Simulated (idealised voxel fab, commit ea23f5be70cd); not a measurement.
process module | voxel self aligned contacts
cross-section cut | 220 nm wide | cells 5 nm
A cross-section is a grid of square cells, given in bands from the top down. A band is one or more rows of cells.
Each band's line starts with the height of the band's top and of its bottom, in nm. Then come its materials from left to right, each with its width in nm. One material with "throughout" fills the band from edge to edge. "air" is empty space.
Height 0 is the level under which the wafer as received is all one material. The lowest band goes on downwards, as in "0 down".
A width such as "30 to 40" changes by the same amount from each row of cells to the next, from the band's top row to its bottom row.
"no change" after a step means that no cell of the cross-section changed.
closed voids: empty space of 8 cells or more with no open way to the top, each as width x height at its distance from the left edge, in nm
after a step's settings: what the simulator itself notes on the step
overlay nm, on a step with a mask: how far to the right of its planned place the mask lay; to the left if negative
plan
1 op RECEIVE | material Si
2 op CONFORMAL_DEP | material SiO2 | thk nm 5
3 op DIRECTIONAL_DEP | material polySi | thk nm 25
4 op DIRECTIONAL_DEP | material SiN | thk nm 15
5 op MASKED_ETCH | tone cover | mask id GATE | width nm 35 | pitch nm 70 | etch materials SiN | depth nm 15 | overlay nm 0
6 op MASKED_ETCH | tone cover | mask id GATE | width nm 35 | pitch nm 70 | etch materials polySi | depth nm 25 | overlay nm 0
7 op CONFORMAL_DEP | material SiN | thk nm 5
8 op DIRECTIONAL_ETCH | etch materials SiN | depth nm 5
9 op FILL_DEP | material SiO2 | thk nm 10
10 op CMP | height nm 50
11 op PATTERN | tone open | mask id CONTACT | material resist | width nm 45 | thk nm 15 | overlay nm 0
12 op DIRECTIONAL_ETCH | etch materials SiO2 | depth nm 50
13 op STRIP | etch materials resist
14 op CONFORMAL_DEP | material TiN | thk nm 5
15 op FILL_DEP | material Ru | thk nm 10
16 op CMP | height nm 50
17 op CONFORMAL_DEP | material SiN | thk nm 5
as received, after step 1
  0 down: Si throughout
  closed voids: none
a wafer at the end: this start, this plan, one mistake
  55 to 50: SiN throughout
  50 to 45: SiO2 50 | SiN 45 | TiN 25 | SiN 45 | SiO2 55
  45 to 30: SiN throughout
  30 to 5: polySi throughout
  5 to 0: SiO2 throughout
  0 down: Si throughout
  closed voids: none
what went wrong: step 4 was run twice
